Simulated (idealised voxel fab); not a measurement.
process module | voxel wiring stack
cross-section cut | 300 nm wide | cells 5 nm
A cross-section is a grid of square cells, given in bands from the top down. A band is one or more rows of cells.
Each band's line starts with the height of the band's top and of its bottom, in nm. Then come its materials from left to right, each with its width in nm. One material with "throughout" fills the band from edge to edge. "air" is empty space.
Height 0 is the level under which the wafer as received is all one material. The lowest band goes on downwards, as in "0 down".
A width such as "30 to 40" changes by the same amount from each row of cells to the next, from the band's top row to its bottom row.
"no change" after a step means that no cell of the cross-section changed.
closed voids: empty space of 8 cells or more with no open way to the top, each as width x height at its distance from the left edge, in nm
after a step's settings: what the simulator itself notes on the step
overlay nm, on a step with a mask: how far to the right of its planned place the mask lay; to the left if negative
plan
1 op RECEIVE | material Si
2 op CONFORMAL_DEP | material SiO2 | thk nm 15
3 op DIRECTIONAL_DEP | material TiN | thk nm 5
4 op DIRECTIONAL_DEP | material Ru | thk nm 25
5 op PATTERN | tone cover | mask id METAL_1 | material resist | width nm 30 | pitch nm 45 | thk nm 20 | overlay nm 0
6 op DIRECTIONAL_ETCH | etch materials Ru | depth nm 25
7 op DIRECTIONAL_ETCH | etch materials TiN | depth nm 5
8 op STRIP | etch materials resist
9 op CONFORMAL_DEP | material SiN | thk nm 5
10 op FILL_DEP | material lowk | thk nm 10
11 op CMP | height nm 45
12 op CONFORMAL_DEP | material SiCN | thk nm 5
13 op DIRECTIONAL_DEP | material lowk | thk nm 30
14 op MASKED_ETCH | tone open | mask id METAL_2_HOLES | width nm 15 | pitch nm 45 | etch materials lowk | depth nm 30 | overlay nm 0
15 op MASKED_ETCH | tone open | mask id METAL_2 | width nm 30 | pitch nm 45 | etch materials lowk | depth nm 15 | overlay nm 0
16 op MASKED_ETCH | tone open | mask id METAL_2 | width nm 30 | pitch nm 45 | etch materials SiCN | depth nm 5 | overlay nm 0
17 op CONFORMAL_DEP | material TiN | thk nm 5
18 op FILL_DEP | material Cu | thk nm 10
19 op CMP | height nm 80
20 op CONFORMAL_DEP | material SiCN | thk nm 5
21 op DIRECTIONAL_DEP | material SiO2 | thk nm 30
22 op PATTERN | tone open | mask id METAL_3 | material resist | width nm 30 | pitch nm 45 | thk nm 20 | overlay nm -15
23 op DIRECTIONAL_ETCH | etch materials SiO2 | depth nm 15
24 op STRIP | etch materials resist
25 op MASKED_ETCH | tone open | mask id METAL_3_HOLES | width nm 15 | pitch nm 45 | etch materials SiO2 | depth nm 15 | overlay nm 0
26 op MASKED_ETCH | tone open | mask id METAL_3_HOLES | width nm 15 | pitch nm 45 | etch materials SiCN | depth nm 5 | overlay nm 0
27 op CONFORMAL_DEP | material TiN | thk nm 5
28 op FILL_DEP | material Cu | thk nm 10
29 op CMP | height nm 115
30 op CONFORMAL_DEP | material SiN | thk nm 5
varied across the wafers: overlay nm of step 22. The plan shows the first wafer's value. All wafers start alike
first wafer as received, after step 1
  0 down: Si throughout
  closed voids: none
first wafer at the end, after step 30
  120 to 115: SiN throughout
  115 to 105: SiO2 50 | TiN 5 | Cu 20 | TiN 5 | SiO2 15 | TiN 5 | Cu 20 | TiN 5 | SiO2 15 | TiN 5 | Cu 20 | TiN 5 | SiO2 15 | TiN 5 | Cu 20 | TiN 5 | SiO2 85
  105 to 100: SiO2 50 | TiN 20 | Cu 5 | TiN 5 | SiO2 15 | TiN 20 | Cu 5 | TiN 5 | SiO2 15 | TiN 20 | Cu 5 | TiN 5 | SiO2 15 | TiN 20 | Cu 5 | TiN 5 | SiO2 85
  100 to 85: SiO2 65 | TiN 5 | Cu 5 | TiN 5 | SiO2 30 | TiN 5 | Cu 5 | TiN 5 | SiO2 30 | TiN 5 | Cu 5 | TiN 5 | SiO2 30 | TiN 5 | Cu 5 | TiN 5 | SiO2 85
  85 to 80: SiCN 65 | TiN 15 | SiCN 30 | TiN 15 | SiCN 30 | TiN 15 | SiCN 30 | TiN 15 | SiCN 85
  80 to 70: lowk 65 | TiN 5 | Cu 20 | TiN 5 | lowk 15 | TiN 5 | Cu 20 | TiN 5 | lowk 15 | TiN 5 | Cu 20 | TiN 5 | lowk 15 | TiN 5 | Cu 20 | TiN 5 | lowk 70
  70 to 65: lowk 65 | TiN 5 | Cu 5 | TiN 20 | lowk 15 | TiN 5 | Cu 5 | TiN 20 | lowk 15 | TiN 5 | Cu 5 | TiN 20 | lowk 15 | TiN 5 | Cu 5 | TiN 20 | lowk 70
  65 to 50: lowk 65 | TiN 5 | Cu 5 | TiN 5 | lowk 30 | TiN 5 | Cu 5 | TiN 5 | lowk 30 | TiN 5 | Cu 5 | TiN 5 | lowk 30 | TiN 5 | Cu 5 | TiN 5 | lowk 85
  50 to 45: SiCN 65 | TiN 15 | SiCN 30 | TiN 15 | SiCN 30 | TiN 15 | SiCN 30 | TiN 15 | SiCN 85
  45 to 20: lowk 60 | SiN 5 | Ru 30 | SiN 5 | lowk 5 | SiN 5 | Ru 30 | SiN 5 | lowk 5 | SiN 5 | Ru 30 | SiN 5 | lowk 5 | SiN 5 | Ru 30 | SiN 5 | lowk 65
  20 to 15: SiN 65 | TiN 30 | SiN 15 | TiN 30 | SiN 15 | TiN 30 | SiN 15 | TiN 30 | SiN 70
  15 to 0: SiO2 throughout
  0 down: Si throughout
  closed voids: none
last wafer at the end
  120 to 115: SiN throughout
  115 to 105: SiO2 65 | TiN 5 | Cu 170 | TiN 5 | SiO2 55
  105 to 100: SiO2 65 | TiN 180 | SiO2 55
  100 to 85: SiO2 throughout
  85 to 80: SiCN throughout
  80 to 70: lowk 65 | TiN 5 | Cu 20 | TiN 5 | lowk 15 | TiN 5 | Cu 20 | TiN 5 | lowk 15 | TiN 5 | Cu 20 | TiN 5 | lowk 15 | TiN 5 | Cu 20 | TiN 5 | lowk 70
  70 to 65: lowk 65 | TiN 5 | Cu 5 | TiN 20 | lowk 15 | TiN 5 | Cu 5 | TiN 20 | lowk 15 | TiN 5 | Cu 5 | TiN 20 | lowk 15 | TiN 5 | Cu 5 | TiN 20 | lowk 70
  65 to 50: lowk 65 | TiN 5 | Cu 5 | TiN 5 | lowk 30 | TiN 5 | Cu 5 | TiN 5 | lowk 30 | TiN 5 | Cu 5 | TiN 5 | lowk 30 | TiN 5 | Cu 5 | TiN 5 | lowk 85
  50 to 45: SiCN 65 | TiN 15 | SiCN 30 | TiN 15 | SiCN 30 | TiN 15 | SiCN 30 | TiN 15 | SiCN 85
  45 to 20: lowk 60 | SiN 5 | Ru 30 | SiN 5 | lowk 5 | SiN 5 | Ru 30 | SiN 5 | lowk 5 | SiN 5 | Ru 30 | SiN 5 | lowk 5 | SiN 5 | Ru 30 | SiN 5 | lowk 65
  20 to 15: SiN 65 | TiN 30 | SiN 15 | TiN 30 | SiN 15 | TiN 30 | SiN 15 | TiN 30 | SiN 70
  15 to 0: SiO2 throughout
  0 down: Si throughout
  closed voids: none
each wafer at the end: cells of each material gained (+) or lost (-) since it was received, then its closed voids
overlay nm -15 | +96 Cu | +120 Ru | +96 SiCN | +136 SiN | +432 SiO2 | +168 TiN | +392 lowk | closed voids: none
overlay nm -10 | +96 Cu | +120 Ru | +96 SiCN | +136 SiN | +432 SiO2 | +168 TiN | +392 lowk | closed voids: none
overlay nm -5 | +96 Cu | +120 Ru | +96 SiCN | +136 SiN | +432 SiO2 | +168 TiN | +392 lowk | closed voids: none
overlay nm 0 | +96 Cu | +120 Ru | +96 SiCN | +136 SiN | +432 SiO2 | +168 TiN | +392 lowk | closed voids: none
overlay nm 5 | +88 Cu | +120 Ru | +100 SiCN | +136 SiN | +432 SiO2 | +172 TiN | +392 lowk | closed voids: none
overlay nm 10 | +96 Cu | +120 Ru | +104 SiCN | +136 SiN | +432 SiO2 | +160 TiN | +392 lowk | closed voids: none
overlay nm 15 | +116 Cu | +120 Ru | +108 SiCN | +136 SiN | +432 SiO2 | +136 TiN | +392 lowk | closed voids: none
